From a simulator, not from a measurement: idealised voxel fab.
This is a process module. Its name is voxel self aligned vias.
Section cut is 235 nm wide and gridded with 5 nm square cells.
If you're reading a cross-section in this doc, picture square cells in a grid; it comes to you as bands, top ones listed first down to the bottom, and a band can be one or more rows of cells.
Band: top height; bottom height; in nm. Then, left to right: material with width in nm, for each material. "full width": a single material spanning edge to edge. "empty": empty space.
Height is counted from the level 0, under which the received wafer is composed throughout of one material. The lowest of the bands is not closed at the bottom but continues downward, in the notation "top 0, no bottom".
With a width like "30->40", each row of cells in the band differs from the next by the same amount, the top row carrying the first number and the bottom row the second.
Take "left unchanged" at face value: in the step it is given for, the cross-section changed in none of its cells.
"Closed cavity list" lists enclosed empty spaces (at least 8 cells, no open path upward to the top), each as width x height at distance from the left edge, in nm.
Heads up: the bit after the settings on a step's line is the simulator's remark on that step.
overlay nm: where the mask lay relative to plan, measured to the right, on steps with a mask; negatives go left.
[The following list gives the planned process steps]
1 RECEIVE, material Si
2 CONFORMAL_DEP, material SiO2, thk nm 10
3 CONFORMAL_DEP, material SiCN, thk nm 5
4 DIRECTIONAL_DEP, material lowk, thk nm 20
5 PATTERN, tone open, mask id LINES, material resist, width nm 20, pitch nm 60, thk nm 20, overlay nm 0
6 DIRECTIONAL_ETCH, etch materials lowk, depth nm 20
7 STRIP, etch materials resist
8 CONFORMAL_DEP, material TiN, thk nm 5
9 FILL_DEP, material W, thk nm 5
10 CMP, height nm 35
11 SELECTIVE_ETCH, etch materials W Ru TiN, depth nm 10
12 FILL_DEP, material SiN, thk nm 10
13 CMP, height nm 35
14 DIRECTIONAL_DEP, material lowk, thk nm 15
15 PATTERN, tone open, mask id VIAS, material resist, width nm 40, pitch nm 60, thk nm 20, overlay nm 0
16 DIRECTIONAL_ETCH, etch materials lowk, depth nm 15
17 DIRECTIONAL_ETCH, etch materials SiN, depth nm 10
18 STRIP, etch materials resist
19 CONFORMAL_DEP, material TiN, thk nm 5
20 FILL_DEP, material W, thk nm 5
21 CMP, height nm 50
22 CONFORMAL_DEP, material SiCN, thk nm 5
[First of two wafers, processed according to plan]
[Delivered wafer in cross-section: state after step 1]
    top 0, no bottom: Si full width
    Closed cavity list: none
[You're looking at a cross-section of the wafer after step 2]
    top 10, bottom 0: SiO2 full width
    Under 0: no change, same as before.
[You're looking at a cross-section of the wafer after step 3]
    top 15, bottom 10: SiCN full width
    Under 10: no change, same as before.
[You're looking at a cross-section of the wafer after step 4]
    top 35, bottom 15: lowk full width
    Under 15: no change, same as before.
[You're looking at a cross-section of the wafer after step 5]
    top 55, bottom 35: 45 nm resist | 20 nm empty | 40 nm resist | 20 nm empty | 40 nm resist | 20 nm empty | 50 nm resist
    Under 35: no change, same as before.
[You're looking at a cross-section of the wafer after step 6]
    top 55, bottom 35: 45 nm resist | 20 nm empty | 40 nm resist | 20 nm empty | 40 nm resist | 20 nm empty | 50 nm resist
    top 35, bottom 15: 45 nm lowk | 20 nm empty | 40 nm lowk | 20 nm empty | 40 nm lowk | 20 nm empty | 50 nm lowk
    Under 15: no change, same as before.
[You're looking at a cross-section of the wafer after step 7]
    top 35, bottom 15: 45 nm lowk | 20 nm empty | 40 nm lowk | 20 nm empty | 40 nm lowk | 20 nm empty | 50 nm lowk
    Under 15: no change, same as before.
[You're looking at a cross-section of the wafer after step 8]
    top 40, bottom 35: 50 nm TiN | 10 nm empty | 50 nm TiN | 10 nm empty | 50 nm TiN | 10 nm empty | 55 nm TiN
    top 35, bottom 20: 45 nm lowk | 5 nm TiN | 10 nm empty | 5 nm TiN | 40 nm lowk | 5 nm TiN | 10 nm empty | 5 nm TiN | 40 nm lowk | 5 nm TiN | 10 nm empty | 5 nm TiN | 50 nm lowk
    top 20, bottom 15: 45 nm lowk | 20 nm TiN | 40 nm lowk | 20 nm TiN | 40 nm lowk | 20 nm TiN | 50 nm lowk
    Under 15: no change, same as before.
[You're looking at a cross-section of the wafer after step 9]
    top 45, bottom 40: W full width
    top 40, bottom 35: 50 nm TiN | 10 nm W | 50 nm TiN | 10 nm W | 50 nm TiN | 10 nm W | 55 nm TiN
    top 35, bottom 20: 45 nm lowk | 5 nm TiN | 10 nm W | 5 nm TiN | 40 nm lowk | 5 nm TiN | 10 nm W | 5 nm TiN | 40 nm lowk | 5 nm TiN | 10 nm W | 5 nm TiN | 50 nm lowk
    Under 20: no change, same as before.
[You're looking at a cross-section of the wafer after step 10]
    top 35, bottom 20: 45 nm lowk | 5 nm TiN | 10 nm W | 5 nm TiN | 40 nm lowk | 5 nm TiN | 10 nm W | 5 nm TiN | 40 nm lowk | 5 nm TiN | 10 nm W | 5 nm TiN | 50 nm lowk
    Under 20: no change, same as before.
[You're looking at a cross-section of the wafer after step 11]
    top 35, bottom 25: 45 nm lowk | 20 nm empty | 40 nm lowk | 20 nm empty | 40 nm lowk | 20 nm empty | 50 nm lowk
    Under 25: no change, same as before.
[You're looking at a cross-section of the wafer after step 12]
    top 45, bottom 35: SiN full width
    top 35, bottom 25: 45 nm lowk | 20 nm SiN | 40 nm lowk | 20 nm SiN | 40 nm lowk | 20 nm SiN | 50 nm lowk
    Under 25: no change, same as before.
[You're looking at a cross-section of the wafer after step 13]
    top 35, bottom 25: 45 nm lowk | 20 nm SiN | 40 nm lowk | 20 nm SiN | 40 nm lowk | 20 nm SiN | 50 nm lowk
    Under 25: no change, same as before.
[You're looking at a cross-section of the wafer after step 14]
    top 50, bottom 35: lowk full width
    Under 35: no change, same as before.
[You're looking at a cross-section of the wafer after step 15]
    top 70, bottom 50: 35 nm resist | 40 nm empty | 20 nm resist | 40 nm empty | 20 nm resist | 40 nm empty | 40 nm resist
    Under 50: no change, same as before.
[You're looking at a cross-section of the wafer after step 16]
    top 70, bottom 50: 35 nm resist | 40 nm empty | 20 nm resist | 40 nm empty | 20 nm resist | 40 nm empty | 40 nm resist
    top 50, bottom 35: 35 nm lowk | 40 nm empty | 20 nm lowk | 40 nm empty | 20 nm lowk | 40 nm empty | 40 nm lowk
    Under 35: no change, same as before.
[You're looking at a cross-section of the wafer after step 17]
    top 70, bottom 50: 35 nm resist | 40 nm empty | 20 nm resist | 40 nm empty | 20 nm resist | 40 nm empty | 40 nm resist
    top 50, bottom 35: 35 nm lowk | 40 nm empty | 20 nm lowk | 40 nm empty | 20 nm lowk | 40 nm empty | 40 nm lowk
    top 35, bottom 25: 45 nm lowk | 20 nm empty | 40 nm lowk | 20 nm empty | 40 nm lowk | 20 nm empty | 50 nm lowk
    Under 25: no change, same as before.
[You're looking at a cross-section of the wafer after step 18]
    top 50, bottom 35: 35 nm lowk | 40 nm empty | 20 nm lowk | 40 nm empty | 20 nm lowk | 40 nm empty | 40 nm lowk
    Under 35: no change, same as before.
[You're looking at a cross-section of the wafer after step 19]
    top 55, bottom 50: 40 nm TiN | 30 nm empty | 30 nm TiN | 30 nm empty | 30 nm TiN | 30 nm empty | 45 nm TiN
    top 50, bottom 40: 35 nm lowk | 5 nm TiN | 30 nm empty | 5 nm TiN | 20 nm lowk | 5 nm TiN | 30 nm empty | 5 nm TiN | 20 nm lowk | 5 nm TiN | 30 nm empty | 5 nm TiN | 40 nm lowk
    top 40, bottom 30: 35->45 nm lowk | 15->5 nm TiN | 10 nm empty | 15->5 nm TiN | 20->40 nm lowk | 15->5 nm TiN | 10 nm empty | 15->5 nm TiN | 20->40 nm lowk | 15->5 nm TiN | 10 nm empty | 15->5 nm TiN | 40->50 nm lowk
    top 30, bottom 25: 45 nm lowk | 20 nm TiN | 40 nm lowk | 20 nm TiN | 40 nm lowk | 20 nm TiN | 50 nm lowk
    Under 25: no change, same as before.
[You're looking at a cross-section of the wafer after step 20]
    top 60, bottom 55: W full width
    top 55, bottom 50: 40 nm TiN | 30 nm W | 30 nm TiN | 30 nm W | 30 nm TiN | 30 nm W | 45 nm TiN
    top 50, bottom 40: 35 nm lowk | 5 nm TiN | 30 nm W | 5 nm TiN | 20 nm lowk | 5 nm TiN | 30 nm W | 5 nm TiN | 20 nm lowk | 5 nm TiN | 30 nm W | 5 nm TiN | 40 nm lowk
    top 40, bottom 30: 35->45 nm lowk | 15->5 nm TiN | 10 nm W | 15->5 nm TiN | 20->40 nm lowk | 15->5 nm TiN | 10 nm W | 15->5 nm TiN | 20->40 nm lowk | 15->5 nm TiN | 10 nm W | 15->5 nm TiN | 40->50 nm lowk
    Under 30: no change, same as before.
[You're looking at a cross-section of the wafer after step 21]
    top 50, bottom 40: 35 nm lowk | 5 nm TiN | 30 nm W | 5 nm TiN | 20 nm lowk | 5 nm TiN | 30 nm W | 5 nm TiN | 20 nm lowk | 5 nm TiN | 30 nm W | 5 nm TiN | 40 nm lowk
    Under 40: no change, same as before.
[You're looking at a cross-section of the wafer after step 22]
    top 55, bottom 50: SiCN full width
    Under 50: no change, same as before.
[The remaining wafer, second of the two, started like the first and was run to the same plan, except that one mistake was made along the way; the two coincide through step 14, inclusive]
[At the planned end of step 15, the second wafer in cross-section]
    top 70, bottom 50: 35 nm empty | 40 nm resist | 20 nm empty | 40 nm resist | 20 nm empty | 40 nm resist | 40 nm empty
    Under 50: no change, same as before.
[At the planned end of step 16, the second wafer in cross-section]
    top 70, bottom 50: 35 nm empty | 40 nm resist | 20 nm empty | 40 nm resist | 20 nm empty | 40 nm resist | 40 nm empty
    top 50, bottom 35: 35 nm empty | 40 nm lowk | 20 nm empty | 40 nm lowk | 20 nm empty | 40 nm lowk | 40 nm empty
    Under 35: no change, same as before.
At the planned end of step 17, the second wafer in cross-section: left unchanged
[At the planned end of step 18, the second wafer in cross-section]
    top 50, bottom 35: 35 nm empty | 40 nm lowk | 20 nm empty | 40 nm lowk | 20 nm empty | 40 nm lowk | 40 nm empty
    Under 35: no change, same as before.
[At the planned end of step 19, the second wafer in cross-section]
    top 55, bottom 50: 30 nm empty | 50 nm TiN | 10 nm empty | 50 nm TiN | 10 nm empty | 50 nm TiN | 35 nm empty
    top 50, bottom 40: 30 nm empty | 5 nm TiN | 40 nm lowk | 5 nm TiN | 10 nm empty | 5 nm TiN | 40 nm lowk | 5 nm TiN | 10 nm empty | 5 nm TiN | 40 nm lowk | 5 nm TiN | 35 nm empty
    top 40, bottom 35: 35 nm TiN | 40 nm lowk | 20 nm TiN | 40 nm lowk | 20 nm TiN | 40 nm lowk | 40 nm TiN
    Under 35: no change, same as before.
[At the planned end of step 20, the second wafer in cross-section]
    top 60, bottom 55: W full width
    top 55, bottom 50: 30 nm W | 50 nm TiN | 10 nm W | 50 nm TiN | 10 nm W | 50 nm TiN | 35 nm W
    top 50, bottom 40: 30 nm W | 5 nm TiN | 40 nm lowk | 5 nm TiN | 10 nm W | 5 nm TiN | 40 nm lowk | 5 nm TiN | 10 nm W | 5 nm TiN | 40 nm lowk | 5 nm TiN | 35 nm W
    Under 40: no change, same as before.
[At the planned end of step 21, the second wafer in cross-section]
    top 50, bottom 40: 30 nm W | 5 nm TiN | 40 nm lowk | 5 nm TiN | 10 nm W | 5 nm TiN | 40 nm lowk | 5 nm TiN | 10 nm W | 5 nm TiN | 40 nm lowk | 5 nm TiN | 35 nm W
    Under 40: no change, same as before.
[At the planned end of step 22, the second wafer in cross-section]
    top 55, bottom 50: SiCN full width
    Under 50: no change, same as before.
Deviation from plan: contrary to plan, step 15 was performed as PATTERN, tone cover, mask id VIAS, material resist, width nm 40, pitch nm 60, thk nm 20, overlay nm 0
Upon completion, the second wafer contains, in terms of cells, a greater or smaller amount of certain materials than the first wafer: SiN +24 | TiN -13 | W -14 | lowk +3
